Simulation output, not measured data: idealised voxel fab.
Process module, titled voxel plated lines
Cross-section cut: width 180 nm, square cells of 5 nm.
Format of a cross-section: grid, square cells. Given as bands. Order: top down. Band: one or more rows of cells. The band entry comprises the height of the band's top followed by the height of its bottom, expressed in nm, and subsequently the band's materials from left to right, each stated together with its width in nm. Where a single material is marked with the word "all across", that material fills the band from edge to edge. The word "air" represents empty space. Height is counted from the level 0, under which the received wafer is composed throughout of one material. The lowest of the bands is not closed at the bottom but continues downward, in the notation "from 0 down". You'd read "30 to 40" like this: the band's top row of cells is as wide as the first number, its bottom row is as wide as the second, and going down, every row changes width by the same amount as the row before did. Take "left unchanged" at face value: in the step it is given for, the cross-section changed in none of its cells. "Closed void inventory" - sealed voids, min. 8 cells, no opening to top; format: width x height at distance (distance from left edge; nm throughout). Note: text after step settings on the step line = simulator remark on that step. "overlay nm", when on a step's line for a step with a mask, measures how far to the right of its planned place the mask lay; a negative measure means to the left.

## Planned process steps
1. op RECEIVE | material Si
2. op CONFORMAL_DEP | material SiN | thk nm 10
3. op DIRECTIONAL_DEP | material TiN | thk nm 5
4. op PATTERN | tone open | mask id LINES | material resist | width nm 15 | pitch nm 40 | thk nm 30 | overlay nm 0
5. op EPI | material Ru | thk nm 10
6. op EPI | material Ru | thk nm 10
7. op STRIP | etch materials resist
8. op DIRECTIONAL_ETCH | etch materials TiN | depth nm 5
9. op CONFORMAL_DEP | material SiCN | thk nm 10

## Cross-sectional view of the wafer in its as-received condition, corresponding to the state after step 1
  from 0 down | Si all across
  Closed void inventory: none

## Post-module cross-section of the first of two wafers (run per plan)
  from 45 to 35 | air=10; SiCN=35; air=5; SiCN=35; air=5; SiCN=35; air=5; SiCN=35; air=15
  from 35 to 20 | air=10; SiCN=10; Ru=15; SiCN=10; air=5; SiCN=10; Ru=15; SiCN=10; air=5; SiCN=10; Ru=15; SiCN=10; air=5; SiCN=10; Ru=15; SiCN=10; air=15
  from 20 to 15 | SiCN=20; Ru=15; SiCN=25; Ru=15; SiCN=25; Ru=15; SiCN=25; Ru=15; SiCN=25
  from 15 to 10 | SiCN=20; TiN=15; SiCN=25; TiN=15; SiCN=25; TiN=15; SiCN=25; TiN=15; SiCN=25
  from 10 to 0 | SiN all across
  from 0 down | Si all across
  Closed void inventory: none

## Cross-section, second wafer: same start as the first, same plan as the first, one mistake in running it; taken at the end of the module
  from 50 to 40 | air=10; SiCN=35; air=5; SiCN=35; air=5; SiCN=35; air=5; SiCN=35; air=15
  from 40 to 25 | air=10; SiCN=10; Ru=15; SiCN=10; air=5; SiCN=10; Ru=15; SiCN=10; air=5; SiCN=10; Ru=15; SiCN=10; air=5; SiCN=10; Ru=15; SiCN=10; air=15
  from 25 to 20 | SiCN=20; Ru=15; SiCN=25; Ru=15; SiCN=25; Ru=15; SiCN=25; Ru=15; SiCN=25
  from 20 to 15 | SiCN=20; TiN=15; SiCN=25; TiN=15; SiCN=25; TiN=15; SiCN=25; TiN=15; SiCN=25
  from 15 to 0 | SiN all across
  from 0 down | Si all across
  Closed void inventory: none
Want to know what went wrong? heads up, step 2 didn't go per plan, it actually ran as op CONFORMAL_DEP | material SiN | thk nm 15
FYI, end of process, the second wafer has more or fewer cells of some materials than the first: +36 SiN
